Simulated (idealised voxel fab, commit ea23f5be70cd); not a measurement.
Process module name: voxel ribs on slabs
The width of the displayed cross-section, cut, is 200 nm; its cells are square, with a size of 5 nm.
This document writes a cross-section as a grid whose cells are square, and gives it as bands, listed from the top down; one or more rows of cells form a band.
Read a band's entry like this: the first values are the height of its top and the height of its bottom in nm, and what follows is the sequence of materials from left to right, each with its width in nm. Note that "air" is empty space, and that a single material marked "full width" reaches across the band from edge to edge.
Where do heights start? At 0: under that level the wafer as delivered is made of one material only. And the lowest band has no floor; it just carries on downward, as in "0 down".
Width "30..40": first value at the band's top row of cells, second value at its bottom row, equal change from row to row.
Key: "nothing different" - step with no changed cell in the cross-section.
"Enclosed void list" specifies each empty space that is not open to the top and that occupies no fewer than 8 cells, using the form width x height at distance, the distance measured from the left edge and all three quantities in nm.
after a step's settings: what the simulator itself notes on the step
"overlay nm" on a masked step: distance the mask lay right of its planned place, negative for left.

LIST OF PLANNED PROCESS STEPS
1) RECEIVE with material Si
2) DIRECTIONAL_DEP with material SiO2, thk nm 30
3) DIRECTIONAL_DEP with material polySi, thk nm 15
4) PATTERN with tone cover, mask id RIB, material resist, width nm 30, thk nm 20, overlay nm 0
5) DIRECTIONAL_ETCH with etch materials polySi, depth nm 10
6) STRIP with etch materials resist
7) MASKED_ETCH with tone cover, mask id SLAB, width nm 80, etch materials polySi, depth nm 5, overlay nm 0
8) FILL_DEP with material SiO2, thk nm 30
9) CMP with height nm 65
10) DIRECTIONAL_DEP with material TiN, thk nm 10
11) DIRECTIONAL_DEP with material aC, thk nm 15
12) PATTERN with tone cover, mask id HEATER, material resist, width nm 40, thk nm 30, overlay nm 0
13) DIRECTIONAL_ETCH with etch materials aC, depth nm 15
14) STRIP with etch materials resist
15) DIRECTIONAL_ETCH with etch materials TiN, depth nm 10
16) STRIP with etch materials aC
17) CONFORMAL_DEP with material SiO2, thk nm 10

AS-RECEIVED STATE OF THE WAFER IN CROSS-SECTION, EQUIVALENT TO POST-STEP 1
    0 down = Si full width
    Enclosed void list: none

WAFER CROSS-SECTION AT END OF MODULE: START AND PLAN AS SHOWN ABOVE, ONE EXECUTION ERROR
    85 to 75 = 70 nm air, 60 nm polySi, 70 nm air
    75 to 65 = 80 nm polySi, 40 nm TiN, 80 nm polySi
    65 to 45 = SiO2 full width
    45 to 35 = 85 nm SiO2, 30 nm polySi, 85 nm SiO2
    35 to 30 = 60 nm SiO2, 80 nm polySi, 60 nm SiO2
    30 to 0 = SiO2 full width
    0 down = Si full width
    Enclosed void list: none
Which mistake was made when the wafer was run? note that step 17 departed from the planned setting and was carried out as CONFORMAL_DEP with material polySi, thk nm 10
